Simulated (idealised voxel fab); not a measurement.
The process module that follows is named voxel wiring stack.
For reference, the cross-section in this document is cut, with width 260 nm and square cells of 5 nm.
Throughout this document, each cross-section is represented as a grid of square cells and is presented as a sequence of bands enumerated from the top downward, where a band comprises one or more rows of cells. Top, bottom (nm), then materials left to right with widths (nm); lone material tagged "everywhere" fills the whole band edge to edge; "air" = empty space. Heads up on the height convention: 0 is the point under which the incoming wafer is all one material, and the lowest band has no bottom, it just keeps going down, like "0..down". Think of "30->40" as a width that walks from the first number to the second as you go down the band, top row to bottom row, taking equal-sized steps from row to row. Reading "same as before" for a step: not a cell of the cross-section changed in it. Closed-off voids of 8+ cells (no open route to the top) go in "Trapped cavities", written width x height at distance from the left edge, in nm. On a step's line, text after the settings is the simulator commenting on that step. Steps that use a mask can have "overlay nm" on their line. It says how far the mask sat to the right of where it was meant to be. Negative means to the left. For the reader: what remains of this document is a series of pairs, each showing a cross-section before one process step and a cross-section after that step which reaches down only to the lowest band that changed, with the step between them and its settings set out under the pair. It should not be assumed that a pair continues from the pair above it; the pairs can come from different runs of this module on the same starting wafer, and such continuity exists only where the entry headed "Pre-step section" says so.
[Pre-step section]
    0..down  Si everywhere
    Trapped cavities: none
[Post-Step Geometry]
    15..0  SiO2 everywhere
    below 0: unchanged
    Trapped cavities: none
Going from the before section above to the after section, the step was CONFORMAL_DEP,material SiO2,thk nm 15
Pre-step section: just use the after drawing of the pair above as your starting point.
[Post-Step Geometry]
    20..15  SiCN everywhere
    below 15: unchanged
    Trapped cavities: none
Going from the before section above to the after section, the step was CONFORMAL_DEP,material SiCN,thk nm 5
Pre-step section: just use the after drawing of the pair above as your starting point.
[Post-Step Geometry]
    35..20  lowk everywhere
    below 20: unchanged
    Trapped cavities: none
Going from the before section above to the after section, the step was DIRECTIONAL_DEP,material lowk,thk nm 15
Pre-step section: just use the after drawing of the pair above as your starting point.
[Post-Step Geometry]
    45..35  aC everywhere
    below 35: unchanged
    Trapped cavities: none
Going from the before section above to the after section, the step was DIRECTIONAL_DEP,material aC,thk nm 10
Pre-step section: just use the after drawing of the pair above as your starting point.
[Post-Step Geometry]
    75..45  45 nm resist  30 nm air  15 nm resist  30 nm air  15 nm resist  30 nm air  15 nm resist  30 nm air  50 nm resist
    below 45: unchanged
    Trapped cavities: none
Going from the before section above to the after section, the step was PATTERN,tone open,mask id METAL_1,material resist,width nm 30,pitch nm 45,thk nm 30,overlay nm 0
Pre-step section: just use the after drawing of the pair above as your starting point.
[Post-Step Geometry]
    65..45  45 nm resist  30 nm air  15 nm resist  30 nm air  15 nm resist  30 nm air  15 nm resist  30 nm air  50 nm resist
    45..35  45 nm aC  30 nm air  15 nm aC  30 nm air  15 nm aC  30 nm air  15 nm aC  30 nm air  50 nm aC
    below 35: unchanged
    Trapped cavities: none
Going from the before section above to the after section, the step was DIRECTIONAL_ETCH,etch materials aC,depth nm 10
Pre-step section: just use the after drawing of the pair above as your starting point.
[Post-Step Geometry]
    45..35  45 nm aC  30 nm air  15 nm aC  30 nm air  15 nm aC  30 nm air  15 nm aC  30 nm air  50 nm aC
    below 35: unchanged
    Trapped cavities: none
Going from the before section above to the after section, the step was STRIP,etch materials resist
Pre-step section: just use the after drawing of the pair above as your starting point.
[Post-Step Geometry]
    45..35  45 nm aC  30 nm air  15 nm aC  30 nm air  15 nm aC  30 nm air  15 nm aC  30 nm air  50 nm aC
    35..20  45 nm lowk  30 nm air  15 nm lowk  30 nm air  15 nm lowk  30 nm air  15 nm lowk  30 nm air  50 nm lowk
    below 20: unchanged
    Trapped cavities: none
Going from the before section above to the after section, the step was DIRECTIONAL_ETCH,etch materials lowk,depth nm 15
Pre-step section: just use the after drawing of the pair above as your starting point.
[Post-Step Geometry]
    45..35  45 nm aC  30 nm air  15 nm aC  30 nm air  15 nm aC  30 nm air  15 nm aC  30 nm air  50 nm aC
    35..20  45 nm lowk  30 nm air  15 nm lowk  30 nm air  15 nm lowk  30 nm air  15 nm lowk  30 nm air  50 nm lowk
    20..15  45 nm SiCN  30 nm air  15 nm SiCN  30 nm air  15 nm SiCN  30 nm air  15 nm SiCN  30 nm air  50 nm SiCN
    below 15: unchanged
    Trapped cavities: none
Going from the before section above to the after section, the step was DIRECTIONAL_ETCH,etch materials SiCN,depth nm 5
Pre-step section: just use the after drawing of the pair above as your starting point.
[Post-Step Geometry]
    35..20  45 nm lowk  30 nm air  15 nm lowk  30 nm air  15 nm lowk  30 nm air  15 nm lowk  30 nm air  50 nm lowk
    below 20: unchanged
    Trapped cavities: none
Going from the before section above to the after section, the step was STRIP,etch materials aC
Pre-step section: just use the after drawing of the pair above as your starting point.
[Post-Step Geometry]
    40..35  50 nm TiN  20 nm air  25 nm TiN  20 nm air  25 nm TiN  20 nm air  25 nm TiN  20 nm air  55 nm TiN
    35..20  45 nm lowk  5 nm TiN  20 nm air  5 nm TiN  15 nm lowk  5 nm TiN  20 nm air  5 nm TiN  15 nm lowk  5 nm TiN  20 nm air  5 nm TiN  15 nm lowk  5 nm TiN  20 nm air  5 nm TiN  50 nm lowk
    20..15  45 nm SiCN  30 nm TiN  15 nm SiCN  30 nm TiN  15 nm SiCN  30 nm TiN  15 nm SiCN  30 nm TiN  50 nm SiCN
    below 15: unchanged
    Trapped cavities: none
Going from the before section above to the after section, the step was CONFORMAL_DEP,material TiN,thk nm 5
Pre-step section: just use the after drawing of the pair above as your starting point.
[Post-Step Geometry]
    50..40  Ru everywhere
    40..35  50 nm TiN  20 nm Ru  25 nm TiN  20 nm Ru  25 nm TiN  20 nm Ru  25 nm TiN  20 nm Ru  55 nm TiN
    35..20  45 nm lowk  5 nm TiN  20 nm Ru  5 nm TiN  15 nm lowk  5 nm TiN  20 nm Ru  5 nm TiN  15 nm lowk  5 nm TiN  20 nm Ru  5 nm TiN  15 nm lowk  5 nm TiN  20 nm Ru  5 nm TiN  50 nm lowk
    below 20: unchanged
    Trapped cavities: none
Going from the before section above to the after section, the step was FILL_DEP,material Ru,thk nm 10
Pre-step section: just use the after drawing of the pair above as your starting point.
[Post-Step Geometry]
    35..20  45 nm lowk  5 nm TiN  20 nm Ru  5 nm TiN  15 nm lowk  5 nm TiN  20 nm Ru  5 nm TiN  15 nm lowk  5 nm TiN  20 nm Ru  5 nm TiN  15 nm lowk  5 nm TiN  20 nm Ru  5 nm TiN  50 nm lowk
    below 20: unchanged
    Trapped cavities: none
Going from the before section above to the after section, the step was CMP,height nm 35
Pre-step section: just use the after drawing of the pair above as your starting point.
[Post-Step Geometry]
    40..35  SiCN everywhere
    below 35: unchanged
    Trapped cavities: none
Going from the before section above to the after section, the step was CONFORMAL_DEP,material SiCN,thk nm 5
Pre-step section: just use the after drawing of the pair above as your starting point.
[Post-Step Geometry]
    70..40  SiO2 everywhere
    below 40: unchanged
    Trapped cavities: none
Going from the before section above to the after section, the step was DIRECTIONAL_DEP,material SiO2,thk nm 30
Pre-step section: just use the after drawing of the pair above as your starting point.
[Post-Step Geometry]
    90..70  45 nm resist  30 nm air  15 nm resist  30 nm air  15 nm resist  30 nm air  15 nm resist  30 nm air  50 nm resist
    below 70: unchanged
    Trapped cavities: none
Going from the before section above to the after section, the step was PATTERN,tone open,mask id METAL_2,material resist,width nm 30,pitch nm 45,thk nm 20,overlay nm 0
Pre-step section: just use the after drawing of the pair above as your starting point.
[Post-Step Geometry]
    90..70  45 nm resist  30 nm air  15 nm resist  30 nm air  15 nm resist  30 nm air  15 nm resist  30 nm air  50 nm resist
    70..50  45 nm SiO2  30 nm air  15 nm SiO2  30 nm air  15 nm SiO2  30 nm air  15 nm SiO2  30 nm air  50 nm SiO2
    below 50: unchanged
    Trapped cavities: none
Going from the before section above to the after section, the step was DIRECTIONAL_ETCH,etch materials SiO2,depth nm 20
Pre-step section: just use the after drawing of the pair above as your starting point.
[Post-Step Geometry]
    70..50  45 nm SiO2  30 nm air  15 nm SiO2  30 nm air  15 nm SiO2  30 nm air  15 nm SiO2  30 nm air  50 nm SiO2
    below 50: unchanged
    Trapped cavities: none
Going from the before section above to the after section, the step was STRIP,etch materials resist
Pre-step section: just use the after drawing of the pair above as your starting point.
[Post-Step Geometry]
    90..70  45 nm resist  15 nm air  30 nm resist  15 nm air  30 nm resist  15 nm air  30 nm resist  15 nm air  65 nm resist
    70..50  45 nm SiO2  15 nm air  15 nm resist  15 nm SiO2  15 nm air  15 nm resist  15 nm SiO2  15 nm air  15 nm resist  15 nm SiO2  15 nm air  15 nm resist  50 nm SiO2
    below 50: unchanged
    Trapped cavities: none
Going from the before section above to the after section, the step was PATTERN,tone open,mask id METAL_2_HOLES,material resist,width nm 15,pitch nm 45,thk nm 20,overlay nm 0
Pre-step section: just use the after drawing of the pair above as your starting point.
[Post-Step Geometry]
    90..70  45 nm resist  15 nm air  30 nm resist  15 nm air  30 nm resist  15 nm air  30 nm resist  15 nm air  65 nm resist
    70..50  45 nm SiO2  15 nm air  15 nm resist  15 nm SiO2  15 nm air  15 nm resist  15 nm SiO2  15 nm air  15 nm resist  15 nm SiO2  15 nm air  15 nm resist  50 nm SiO2
    50..40  45 nm SiO2  15 nm air  30 nm SiO2  15 nm air  30 nm SiO2  15 nm air  30 nm SiO2  15 nm air  65 nm SiO2
    below 40: unchanged
    Trapped cavities: none
Going from the before section above to the after section, the step was DIRECTIONAL_ETCH,etch materials SiO2,depth nm 10
Pre-step section: just use the after drawing of the pair above as your starting point.
[Post-Step Geometry]
    90..70  45 nm resist  15 nm air  30 nm resist  15 nm air  30 nm resist  15 nm air  30 nm resist  15 nm air  65 nm resist
    70..50  45 nm SiO2  15 nm air  15 nm resist  15 nm SiO2  15 nm air  15 nm resist  15 nm SiO2  15 nm air  15 nm resist  15 nm SiO2  15 nm air  15 nm resist  50 nm SiO2
    50..40  45 nm SiO2  15 nm air  30 nm SiO2  15 nm air  30 nm SiO2  15 nm air  30 nm SiO2  15 nm air  65 nm SiO2
    40..35  45 nm SiCN  15 nm air  30 nm SiCN  15 nm air  30 nm SiCN  15 nm air  30 nm SiCN  15 nm air  65 nm SiCN
    below 35: unchanged
    Trapped cavities: none
Going from the before section above to the after section, the step was DIRECTIONAL_ETCH,etch materials SiCN,depth nm 5
Pre-step section: just use the after drawing of the pair above as your starting point.
[Post-Step Geometry]
    70..50  45 nm SiO2  30 nm air  15 nm SiO2  30 nm air  15 nm SiO2  30 nm air  15 nm SiO2  30 nm air  50 nm SiO2
    below 50: unchanged
    Trapped cavities: none
Going from the before section above to the after section, the step was STRIP,etch materials resist
Pre-step section: just use the after drawing of the pair above as your starting point.
[Post-Step Geometry]
    75..70  50 nm TiN  20 nm air  25 nm TiN  20 nm air  25 nm TiN  20 nm air  25 nm TiN  20 nm air  55 nm TiN
    70..55  45 nm SiO2  5 nm TiN  20 nm air  5 nm TiN  15 nm SiO2  5 nm TiN  20 nm air  5 nm TiN  15 nm SiO2  5 nm TiN  20 nm air  5 nm TiN  15 nm SiO2  5 nm TiN  20 nm air  5 nm TiN  50 nm SiO2
    55..50  45 nm SiO2  5 nm TiN  5 nm air  20 nm TiN  15 nm SiO2  5 nm TiN  5 nm air  20 nm TiN  15 nm SiO2  5 nm TiN  5 nm air  20 nm TiN  15 nm SiO2  5 nm TiN  5 nm air  20 nm TiN  50 nm SiO2
    50..40  45 nm SiO2  5 nm TiN  5 nm air  5 nm TiN  30 nm SiO2  5 nm TiN  5 nm air  5 nm TiN  30 nm SiO2  5 nm TiN  5 nm air  5 nm TiN  30 nm SiO2  5 nm TiN  5 nm air  5 nm TiN  65 nm SiO2
    40..35  45 nm SiCN  15 nm TiN  30 nm SiCN  15 nm TiN  30 nm SiCN  15 nm TiN  30 nm SiCN  15 nm TiN  65 nm SiCN
    below 35: unchanged
    Trapped cavities: none
Going from the before section above to the after section, the step was CONFORMAL_DEP,material TiN,thk nm 5
Pre-step section: just use the after drawing of the pair above as your starting point.
[Post-Step Geometry]
    80..75  Cu everywhere
    75..70  50 nm TiN  20 nm Cu  25 nm TiN  20 nm Cu  25 nm TiN  20 nm Cu  25 nm TiN  20 nm Cu  55 nm TiN
    70..55  45 nm SiO2  5 nm TiN  20 nm Cu  5 nm TiN  15 nm SiO2  5 nm TiN  20 nm Cu  5 nm TiN  15 nm SiO2  5 nm TiN  20 nm Cu  5 nm TiN  15 nm SiO2  5 nm TiN  20 nm Cu  5 nm TiN  50 nm SiO2
    55..50  45 nm SiO2  5 nm TiN  5 nm Cu  20 nm TiN  15 nm SiO2  5 nm TiN  5 nm Cu  20 nm TiN  15 nm SiO2  5 nm TiN  5 nm Cu  20 nm TiN  15 nm SiO2  5 nm TiN  5 nm Cu  20 nm TiN  50 nm SiO2
    50..40  45 nm SiO2  5 nm TiN  5 nm Cu  5 nm TiN  30 nm SiO2  5 nm TiN  5 nm Cu  5 nm TiN  30 nm SiO2  5 nm TiN  5 nm Cu  5 nm TiN  30 nm SiO2  5 nm TiN  5 nm Cu  5 nm TiN  65 nm SiO2
    below 40: unchanged
    Trapped cavities: none
Going from the before section above to the after section, the step was FILL_DEP,material Cu,thk nm 5
Pre-step section: just use the after drawing of the pair above as your starting point.
[Post-Step Geometry]
    70..55  45 nm SiO2  5 nm TiN  20 nm Cu  5 nm TiN  15 nm SiO2  5 nm TiN  20 nm Cu  5 nm TiN  15 nm SiO2  5 nm TiN  20 nm Cu  5 nm TiN  15 nm SiO2  5 nm TiN  20 nm Cu  5 nm TiN  50 nm SiO2
    below 55: unchanged
    Trapped cavities: none
Going from the before section above to the after section, the step was CMP,height nm 70
Pre-step section: just use the after drawing of the pair above as your starting point.
[Post-Step Geometry]
    75..70  SiCN everywhere
    below 70: unchanged
    Trapped cavities: none
Going from the before section above to the after section, the step was CONFORMAL_DEP,material SiCN,thk nm 5
Pre-step section: just use the after drawing of the pair above as your starting point.
[Post-Step Geometry]
    105..75  lowk everywhere
    below 75: unchanged
    Trapped cavities: none
Going from the before section above to the after section, the step was DIRECTIONAL_DEP,material lowk,thk nm 30
Pre-step section: just use the after drawing of the pair above as your starting point.
[Post-Step Geometry]
    120..105  aC everywhere
    below 105: unchanged
    Trapped cavities: none
Going from the before section above to the after section, the step was DIRECTIONAL_DEP,material aC,thk nm 15
Pre-step section: just use the after drawing of the pair above as your starting point.
[Post-Step Geometry]
    155..120  45 nm resist  15 nm air  30 nm resist  15 nm air  30 nm resist  15 nm air  30 nm resist  15 nm air  65 nm resist
    below 120: unchanged
    Trapped cavities: none
Going from the before section above to the after section, the step was PATTERN,tone open,mask id METAL_3_HOLES,material resist,width nm 15,pitch nm 45,thk nm 35,overlay nm 0
Pre-step section: just use the after drawing of the pair above as your starting point.
[Post-Step Geometry]
    140..120  45 nm resist  15 nm air  30 nm resist  15 nm air  30 nm resist  15 nm air  30 nm resist  15 nm air  65 nm resist
    120..105  45 nm aC  15 nm air  30 nm aC  15 nm air  30 nm aC  15 nm air  30 nm aC  15 nm air  65 nm aC
    below 105: unchanged
    Trapped cavities: none
Going from the before section above to the after section, the step was DIRECTIONAL_ETCH,etch materials aC,depth nm 15
Pre-step section: just use the after drawing of the pair above as your starting point.
[Post-Step Geometry]
    120..105  45 nm aC  15 nm air  30 nm aC  15 nm air  30 nm aC  15 nm air  30 nm aC  15 nm air  65 nm aC
    below 105: unchanged
    Trapped cavities: none
Going from the before section above to the after section, the step was STRIP,etch materials resist
Pre-step section: just use the after drawing of the pair above as your starting point.
[Post-Step Geometry]
    120..105  45 nm aC  15 nm air  30 nm aC  15 nm air  30 nm aC  15 nm air  30 nm aC  15 nm air  65 nm aC
    105..75  45 nm lowk  15 nm air  30 nm lowk  15 nm air  30 nm lowk  15 nm air  30 nm lowk  15 nm air  65 nm lowk
    below 75: unchanged
    Trapped cavities: none
Going from the before section above to the after section, the step was DIRECTIONAL_ETCH,etch materials lowk,depth nm 30
Pre-step section: just use the after drawing of the pair above as your starting point.
[Post-Step Geometry]
    105..75  45 nm lowk  15 nm air  30 nm lowk  15 nm air  30 nm lowk  15 nm air  30 nm lowk  15 nm air  65 nm lowk
    below 75: unchanged
    Trapped cavities: none
Going from the before section above to the after section, the step was STRIP,etch materials aC
Pre-step section: just use the after drawing of the pair above as your starting point.
[Post-Step Geometry]
    105..90  45 nm lowk  30 nm air  15 nm lowk  30 nm air  15 nm lowk  30 nm air  15 nm lowk  30 nm air  50 nm lowk
    below 90: unchanged
    Trapped cavities: none
Going from the before section above to the after section, the step was MASKED_ETCH,tone open,mask id METAL_3,width nm 30,pitch nm 45,etch materials lowk,depth nm 15,overlay nm 0
Pre-step section: just use the after drawing of the pair above as your starting point.
[Post-Step Geometry]
    105..90  45 nm lowk  30 nm air  15 nm lowk  30 nm air  15 nm lowk  30 nm air  15 nm lowk  30 nm air  50 nm lowk
    90..75  45 nm lowk  15 nm air  30 nm lowk  15 nm air  30 nm lowk  15 nm air  30 nm lowk  15 nm air  65 nm lowk
    75..70  45 nm SiCN  15 nm air  30 nm SiCN  15 nm air  30 nm SiCN  15 nm air  30 nm SiCN  15 nm air  65 nm SiCN
    below 70: unchanged
    Trapped cavities: none
Going from the before section above to the after section, the step was MASKED_ETCH,tone open,mask id METAL_3,width nm 30,pitch nm 45,etch materials SiCN,depth nm 5,overlay nm 0
Pre-step section: just use the after drawing of the pair above as your starting point.
[Post-Step Geometry]
    110..105  50 nm TiN  20 nm air  25 nm TiN  20 nm air  25 nm TiN  20 nm air  25 nm TiN  20 nm air  55 nm TiN
    105..95  45 nm lowk  5 nm TiN  20 nm air  5 nm TiN  15 nm lowk  5 nm TiN  20 nm air  5 nm TiN  15 nm lowk  5 nm TiN  20 nm air  5 nm TiN  15 nm lowk  5 nm TiN  20 nm air  5 nm TiN  50 nm lowk
    95..90  45 nm lowk  5 nm TiN  5 nm air  20 nm TiN  15 nm lowk  5 nm TiN  5 nm air  20 nm TiN  15 nm lowk  5 nm TiN  5 nm air  20 nm TiN  15 nm lowk  5 nm TiN  5 nm air  20 nm TiN  50 nm lowk
    90..75  45 nm lowk  5 nm TiN  5 nm air  5 nm TiN  30 nm lowk  5 nm TiN  5 nm air  5 nm TiN  30 nm lowk  5 nm TiN  5 nm air  5 nm TiN  30 nm lowk  5 nm TiN  5 nm air  5 nm TiN  65 nm lowk
    75..70  45 nm SiCN  15 nm TiN  30 nm SiCN  15 nm TiN  30 nm SiCN  15 nm TiN  30 nm SiCN  15 nm TiN  65 nm SiCN
    below 70: unchanged
    Trapped cavities: none
Going from the before section above to the after section, the step was CONFORMAL_DEP,material TiN,thk nm 5
Pre-step section: just use the after drawing of the pair above as your starting point.
[Post-Step Geometry]
    115..110  Cu everywhere
    110..105  50 nm TiN  20 nm Cu  25 nm TiN  20 nm Cu  25 nm TiN  20 nm Cu  25 nm TiN  20 nm Cu  55 nm TiN
    105..95  45 nm lowk  5 nm TiN  20 nm Cu  5 nm TiN  15 nm lowk  5 nm TiN  20 nm Cu  5 nm TiN  15 nm lowk  5 nm TiN  20 nm Cu  5 nm TiN  15 nm lowk  5 nm TiN  20 nm Cu  5 nm TiN  50 nm lowk
    95..90  45 nm lowk  5 nm TiN  5 nm Cu  20 nm TiN  15 nm lowk  5 nm TiN  5 nm Cu  20 nm TiN  15 nm lowk  5 nm TiN  5 nm Cu  20 nm TiN  15 nm lowk  5 nm TiN  5 nm Cu  20 nm TiN  50 nm lowk
    90..75  45 nm lowk  5 nm TiN  5 nm Cu  5 nm TiN  30 nm lowk  5 nm TiN  5 nm Cu  5 nm TiN  30 nm lowk  5 nm TiN  5 nm Cu  5 nm TiN  30 nm lowk  5 nm TiN  5 nm Cu  5 nm TiN  65 nm lowk
    below 75: unchanged
    Trapped cavities: none
Going from the before section above to the after section, the step was FILL_DEP,material Cu,thk nm 5
Pre-step section: just use the after drawing of the pair above as your starting point.
[Post-Step Geometry]
    105..95  45 nm lowk  5 nm TiN  20 nm Cu  5 nm TiN  15 nm lowk  5 nm TiN  20 nm Cu  5 nm TiN  15 nm lowk  5 nm TiN  20 nm Cu  5 nm TiN  15 nm lowk  5 nm TiN  20 nm Cu  5 nm TiN  50 nm lowk
    below 95: unchanged
    Trapped cavities: none
Going from the before section above to the after section, the step was CMP,height nm 105
Pre-step section: just use the after drawing of the pair above as your starting point.
[Post-Step Geometry]
    110..105  SiCN everywhere
    below 105: unchanged
    Trapped cavities: none
Going from the before section above to the after section, the step was CONFORMAL_DEP,material SiCN,thk nm 5
[Pre-step section]
    70..50  45 nm SiO2  30 nm air  15 nm SiO2  30 nm air  15 nm SiO2  30 nm air  15 nm SiO2  30 nm air  50 nm SiO2
    50..40  SiO2 everywhere
    40..35  SiCN everywhere
    35..20  45 nm lowk  5 nm TiN  20 nm Ru  5 nm TiN  15 nm lowk  5 nm TiN  20 nm Ru  5 nm TiN  15 nm lowk  5 nm TiN  20 nm Ru  5 nm TiN  15 nm lowk  5 nm TiN  20 nm Ru  5 nm TiN  50 nm lowk
    20..15  45 nm SiCN  30 nm TiN  15 nm SiCN  30 nm TiN  15 nm SiCN  30 nm TiN  15 nm SiCN  30 nm TiN  50 nm SiCN
    15..0  SiO2 everywhere
    0..down  Si everywhere
    Trapped cavities: none
[Post-Step Geometry]
    60..40  45 nm SiO2  30 nm air  15 nm SiO2  30 nm air  15 nm SiO2  30 nm air  15 nm SiO2  30 nm air  50 nm SiO2
    below 40: unchanged
    Trapped cavities: none
Going from the before section above to the after section, the step was DIRECTIONAL_ETCH,etch materials SiO2,depth nm 10
Pre-step section: just use the after drawing of the pair above as your starting point.
[Post-Step Geometry]
    60..40  45 nm SiO2  30 nm air  15 nm SiO2  30 nm air  15 nm SiO2  30 nm air  15 nm SiO2  30 nm air  50 nm SiO2
    40..35  45 nm SiCN  30 nm air  15 nm SiCN  30 nm air  15 nm SiCN  30 nm air  15 nm SiCN  30 nm air  50 nm SiCN
    below 35: unchanged
    Trapped cavities: none
Going from the before section above to the after section, the step was DIRECTIONAL_ETCH,etch materials SiCN,depth nm 5
Pre-step section: just use the after drawing of the pair above as your starting point.
[Post-Step Geometry]
    65..60  50 nm TiN  20 nm air  25 nm TiN  20 nm air  25 nm TiN  20 nm air  25 nm TiN  20 nm air  55 nm TiN
    60..40  45 nm SiO2  5 nm TiN  20 nm air  5 nm TiN  15 nm SiO2  5 nm TiN  20 nm air  5 nm TiN  15 nm SiO2  5 nm TiN  20 nm air  5 nm TiN  15 nm SiO2  5 nm TiN  20 nm air  5 nm TiN  50 nm SiO2
    40..35  45 nm SiCN  30 nm TiN  15 nm SiCN  30 nm TiN  15 nm SiCN  30 nm TiN  15 nm SiCN  30 nm TiN  50 nm SiCN
    below 35: unchanged
    Trapped cavities: none
Going from the before section above to the after section, the step was CONFORMAL_DEP,material TiN,thk nm 5
Pre-step section: just use the after drawing of the pair above as your starting point.
[Post-Step Geometry]
    70..65  Cu everywhere
    65..60  50 nm TiN  20 nm Cu  25 nm TiN  20 nm Cu  25 nm TiN  20 nm Cu  25 nm TiN  20 nm Cu  55 nm TiN
    60..40  45 nm SiO2  5 nm TiN  20 nm Cu  5 nm TiN  15 nm SiO2  5 nm TiN  20 nm Cu  5 nm TiN  15 nm SiO2  5 nm TiN  20 nm Cu  5 nm TiN  15 nm SiO2  5 nm TiN  20 nm Cu  5 nm TiN  50 nm SiO2
    below 40: unchanged
    Trapped cavities: none
Going from the before section above to the after section, the step was FILL_DEP,material Cu,thk nm 5
Pre-step section: just use the after drawing of the pair above as your starting point.
[Post-Step Geometry]
    75..70  SiCN everywhere
    below 70: unchanged
    Trapped cavities: none
Going from the before section above to the after section, the step was CONFORMAL_DEP,material SiCN,thk nm 5
Pre-step section: just use the after drawing of the pair above as your starting point.
[Post-Step Geometry]
    105..75  lowk everywhere
    below 75: unchanged
    Trapped cavities: none
Going from the before section above to the after section, the step was DIRECTIONAL_DEP,material lowk,thk nm 30
Pre-step section: just use the after drawing of the pair above as your starting point.
[Post-Step Geometry]
    120..105  aC everywhere
    below 105: unchanged
    Trapped cavities: none
Going from the before section above to the after section, the step was DIRECTIONAL_DEP,material aC,thk nm 15
Pre-step section: just use the after drawing of the pair above as your starting point.
[Post-Step Geometry]
    155..120  45 nm resist  15 nm air  30 nm resist  15 nm air  30 nm resist  15 nm air  30 nm resist  15 nm air  65 nm resist
    below 120: unchanged
    Trapped cavities: none
Going from the before section above to the after section, the step was PATTERN,tone open,mask id METAL_3_HOLES,material resist,width nm 15,pitch nm 45,thk nm 35,overlay nm 0
Pre-step section: just use the after drawing of the pair above as your starting point.
[Post-Step Geometry]
    140..120  45 nm resist  15 nm air  30 nm resist  15 nm air  30 nm resist  15 nm air  30 nm resist  15 nm air  65 nm resist
    120..105  45 nm aC  15 nm air  30 nm aC  15 nm air  30 nm aC  15 nm air  30 nm aC  15 nm air  65 nm aC
    below 105: unchanged
    Trapped cavities: none
Going from the before section above to the after section, the step was DIRECTIONAL_ETCH,etch materials aC,depth nm 15
Pre-step section: just use the after drawing of the pair above as your starting point.
[Post-Step Geometry]
    120..105  45 nm aC  15 nm air  30 nm aC  15 nm air  30 nm aC  15 nm air  30 nm aC  15 nm air  65 nm aC
    below 105: unchanged
    Trapped cavities: none
Going from the before section above to the after section, the step was STRIP,etch materials resist
Pre-step section: just use the after drawing of the pair above as your starting point.
[Post-Step Geometry]
    120..105  45 nm aC  15 nm air  30 nm aC  15 nm air  30 nm aC  15 nm air  30 nm aC  15 nm air  65 nm aC
    105..75  45 nm lowk  15 nm air  30 nm lowk  15 nm air  30 nm lowk  15 nm air  30 nm lowk  15 nm air  65 nm lowk
    below 75: unchanged
    Trapped cavities: none
Going from the before section above to the after section, the step was DIRECTIONAL_ETCH,etch materials lowk,depth nm 30
Pre-step section: just use the after drawing of the pair above as your starting point.
[Post-Step Geometry]
    105..75  45 nm lowk  15 nm air  30 nm lowk  15 nm air  30 nm lowk  15 nm air  30 nm lowk  15 nm air  65 nm lowk
    below 75: unchanged
    Trapped cavities: none
Going from the before section above to the after section, the step was STRIP,etch materials aC
Pre-step section: just use the after drawing of the pair above as your starting point.
[Post-Step Geometry]
    105..90  45 nm lowk  30 nm air  15 nm lowk  30 nm air  15 nm lowk  30 nm air  15 nm lowk  30 nm air  50 nm lowk
    below 90: unchanged
    Trapped cavities: none
Going from the before section above to the after section, the step was MASKED_ETCH,tone open,mask id METAL_3,width nm 30,pitch nm 45,etch materials lowk,depth nm 15,overlay nm 0
Pre-step section: just use the after drawing of the pair above as your starting point.
[Post-Step Geometry]
    105..90  45 nm lowk  30 nm air  15 nm lowk  30 nm air  15 nm lowk  30 nm air  15 nm lowk  30 nm air  50 nm lowk
    90..75  45 nm lowk  15 nm air  30 nm lowk  15 nm air  30 nm lowk  15 nm air  30 nm lowk  15 nm air  65 nm lowk
    75..70  45 nm SiCN  15 nm air  30 nm SiCN  15 nm air  30 nm SiCN  15 nm air  30 nm SiCN  15 nm air  65 nm SiCN
    below 70: unchanged
    Trapped cavities: none
Going from the before section above to the after section, the step was MASKED_ETCH,tone open,mask id METAL_3,width nm 30,pitch nm 45,etch materials SiCN,depth nm 5,overlay nm 0
Pre-step section: just use the after drawing of the pair above as your starting point.
[Post-Step Geometry]
    110..105  50 nm TiN  20 nm air  25 nm TiN  20 nm air  25 nm TiN  20 nm air  25 nm TiN  20 nm air  55 nm TiN
    105..95  45 nm lowk  5 nm TiN  20 nm air  5 nm TiN  15 nm lowk  5 nm TiN  20 nm air  5 nm TiN  15 nm lowk  5 nm TiN  20 nm air  5 nm TiN  15 nm lowk  5 nm TiN  20 nm air  5 nm TiN  50 nm lowk
    95..90  45 nm lowk  5 nm TiN  5 nm air  20 nm TiN  15 nm lowk  5 nm TiN  5 nm air  20 nm TiN  15 nm lowk  5 nm TiN  5 nm air  20 nm TiN  15 nm lowk  5 nm TiN  5 nm air  20 nm TiN  50 nm lowk
    90..75  45 nm lowk  5 nm TiN  5 nm air  5 nm TiN  30 nm lowk  5 nm TiN  5 nm air  5 nm TiN  30 nm lowk  5 nm TiN  5 nm air  5 nm TiN  30 nm lowk  5 nm TiN  5 nm air  5 nm TiN  65 nm lowk
    75..70  45 nm SiCN  15 nm TiN  30 nm SiCN  15 nm TiN  30 nm SiCN  15 nm TiN  30 nm SiCN  15 nm TiN  65 nm SiCN
    below 70: unchanged
    Trapped cavities: none
Going from the before section above to the after section, the step was CONFORMAL_DEP,material TiN,thk nm 5
Pre-step section: just use the after drawing of the pair above as your starting point.
[Post-Step Geometry]
    115..110  Cu everywhere
    110..105  50 nm TiN  20 nm Cu  25 nm TiN  20 nm Cu  25 nm TiN  20 nm Cu  25 nm TiN  20 nm Cu  55 nm TiN
    105..95  45 nm lowk  5 nm TiN  20 nm Cu  5 nm TiN  15 nm lowk  5 nm TiN  20 nm Cu  5 nm TiN  15 nm lowk  5 nm TiN  20 nm Cu  5 nm TiN  15 nm lowk  5 nm TiN  20 nm Cu  5 nm TiN  50 nm lowk
    95..90  45 nm lowk  5 nm TiN  5 nm Cu  20 nm TiN  15 nm lowk  5 nm TiN  5 nm Cu  20 nm TiN  15 nm lowk  5 nm TiN  5 nm Cu  20 nm TiN  15 nm lowk  5 nm TiN  5 nm Cu  20 nm TiN  50 nm lowk
    90..75  45 nm lowk  5 nm TiN  5 nm Cu  5 nm TiN  30 nm lowk  5 nm TiN  5 nm Cu  5 nm TiN  30 nm lowk  5 nm TiN  5 nm Cu  5 nm TiN  30 nm lowk  5 nm TiN  5 nm Cu  5 nm TiN  65 nm lowk
    below 75: unchanged
    Trapped cavities: none
Going from the before section above to the after section, the step was FILL_DEP,material Cu,thk nm 5
Pre-step section: just use the after drawing of the pair above as your starting point.
[Post-Step Geometry]
    105..95  45 nm lowk  5 nm TiN  20 nm Cu  5 nm TiN  15 nm lowk  5 nm TiN  20 nm Cu  5 nm TiN  15 nm lowk  5 nm TiN  20 nm Cu  5 nm TiN  15 nm lowk  5 nm TiN  20 nm Cu  5 nm TiN  50 nm lowk
    below 95: unchanged
    Trapped cavities: none
Going from the before section above to the after section, the step was CMP,height nm 105
Pre-step section: just use the after drawing of the pair above as your starting point.
[Post-Step Geometry]
    110..105  SiCN everywhere
    below 105: unchanged
    Trapped cavities: none
Going from the before section above to the after section, the step was CONFORMAL_DEP,material SiCN,thk nm 5
